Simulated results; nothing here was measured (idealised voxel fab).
You're looking at the process module voxel wiring stack.
180 nm wide, 5 nm square cells: that's cross-section cut.
Cross-section, as written here: a square-cell grid given band by band from the top down, where a band holds one or more rows of cells. Band: top and bottom heights (nm) first, top before bottom; then materials from left to right, widths in nm. "full width" marks a sole material filling the band edge to edge. "air" denotes empty space. Beneath 0, the wafer as received is one material, and that level is where height counting begins. The lowest band goes on downward without a bottom; it is written like "0 nm and below". The two numbers in a width such as "30 to 40" mark its ends across the band: the first belongs to the top row of cells, the second to the bottom row, and from each row to the next the width moves by the same amount. What does "nothing changed" mean for a step? It means no cell of the cross-section changed in that step. So "Fully closed voids" is basically the list of trapped voids: any empty space of 8 cells or more that can't reach the top through an opening. They're written width x height at distance, the distance being from the left edge, and it's all nm. Note: text after step settings on the step line = simulator remark on that step. For masked steps, "overlay nm" on the step line gives how far right of plan the mask actually lay; a minus sign means it lay to the left.
### These are the steps we planned for the process
1,RECEIVE | material Si
2,CONFORMAL_DEP | material SiO2 | thk nm 10
3,DIRECTIONAL_DEP | material TiN | thk nm 5
4,DIRECTIONAL_DEP | material W | thk nm 20
5,MASKED_ETCH | tone cover | mask id METAL_1 | width nm 25 | pitch nm 45 | etch materials W | depth nm 20 | overlay nm 0
6,MASKED_ETCH | tone cover | mask id METAL_1 | width nm 25 | pitch nm 45 | etch materials TiN | depth nm 5 | overlay nm 0
7,FILL_DEP | material SiO2 | thk nm 5
8,CMP | height nm 35
9,CONFORMAL_DEP | material SiCN | thk nm 5
10,DIRECTIONAL_DEP | material lowk | thk nm 25
11,DIRECTIONAL_DEP | material aC | thk nm 15
12,PATTERN | tone open | mask id METAL_2_HOLES | material resist | width nm 15 | pitch nm 45 | thk nm 30 | overlay nm 0
13,DIRECTIONAL_ETCH | etch materials aC | depth nm 15
14,STRIP | etch materials resist
15,DIRECTIONAL_ETCH | etch materials lowk | depth nm 25
16,STRIP | etch materials aC
17,PATTERN | tone open | mask id METAL_2 | material resist | width nm 25 | pitch nm 45 | thk nm 15 | overlay nm 0
18,DIRECTIONAL_ETCH | etch materials lowk | depth nm 15
19,DIRECTIONAL_ETCH | etch materials SiCN | depth nm 5
20,STRIP | etch materials resist
21,CONFORMAL_DEP | material TiN | thk nm 5
22,FILL_DEP | material Cu | thk nm 10
23,CMP | height nm 65
24,CONFORMAL_DEP | material SiCN | thk nm 5
25,DIRECTIONAL_DEP | material SiO2 | thk nm 25
26,MASKED_ETCH | tone open | mask id METAL_3_HOLES | width nm 15 | pitch nm 45 | etch materials SiO2 | depth nm 25 | overlay nm 0
27,DIRECTIONAL_DEP | material aC | thk nm 15
28,PATTERN | tone open | mask id METAL_3 | material resist | width nm 25 | pitch nm 45 | thk nm 30 | overlay nm 0
29,DIRECTIONAL_ETCH | etch materials aC | depth nm 15
30,STRIP | etch materials resist
31,DIRECTIONAL_ETCH | etch materials SiO2 | depth nm 15
32,DIRECTIONAL_ETCH | etch materials SiCN | depth nm 5
33,STRIP | etch materials aC
34,CONFORMAL_DEP | material TiN | thk nm 5
35,FILL_DEP | material Cu | thk nm 5
36,CMP | height nm 95
37,CONFORMAL_DEP | material SiCN | thk nm 5
### Cross-section of the wafer at receipt, which is the condition after step 1
> 0 nm and below  Si full width
> Fully closed voids: none
### Cross-section at module end, one run error; start and plan unchanged from above
> 100 nm to 95 nm  SiCN full width
> 95 nm to 85 nm  55 of SiO2 | 5 of TiN | 20 of Cu | 5 of TiN | 15 of SiO2 | 5 of TiN | 20 of Cu | 5 of TiN | 50 of SiO2
> 85 nm to 80 nm  55 of SiO2 | 5 of TiN | 5 of Cu | 20 of TiN | 15 of SiO2 | 5 of TiN | 5 of Cu | 20 of TiN | 50 of SiO2
> 80 nm to 70 nm  55 of SiO2 | 5 of TiN | 5 of Cu | 5 of TiN | 30 of SiO2 | 5 of TiN | 5 of Cu | 5 of TiN | 65 of SiO2
> 70 nm to 65 nm  55 of SiCN | 15 of TiN | 30 of SiCN | 15 of TiN | 65 of SiCN
> 65 nm to 55 nm  55 of lowk | 5 of TiN | 15 of Cu | 5 of TiN | 20 of lowk | 5 of TiN | 15 of Cu | 5 of TiN | 55 of lowk
> 55 nm to 50 nm  55 of lowk | 5 of TiN | 5 of Cu | 15 of TiN | 20 of lowk | 5 of TiN | 5 of Cu | 15 of TiN | 55 of lowk
> 50 nm to 40 nm  55 of lowk | 5 of TiN | 5 of Cu | 5 of TiN | 30 of lowk | 5 of TiN | 5 of Cu | 5 of TiN | 65 of lowk
> 40 nm to 35 nm  55 of SiCN | 15 of TiN | 30 of SiCN | 15 of TiN | 65 of SiCN
> 35 nm to 15 nm  55 of SiO2 | 25 of W | 20 of SiO2 | 25 of W | 55 of SiO2
> 15 nm to 10 nm  55 of SiO2 | 25 of TiN | 20 of SiO2 | 25 of TiN | 55 of SiO2
> 10 nm to 0 nm  SiO2 full width
> 0 nm and below  Si full width
> Fully closed voids: none
What broke from the plan during processing? contrary to plan, step 28 was performed as PATTERN | tone open | mask id METAL_3 | material resist | width nm 30 | pitch nm 45 | thk nm 30 | overlay nm 0
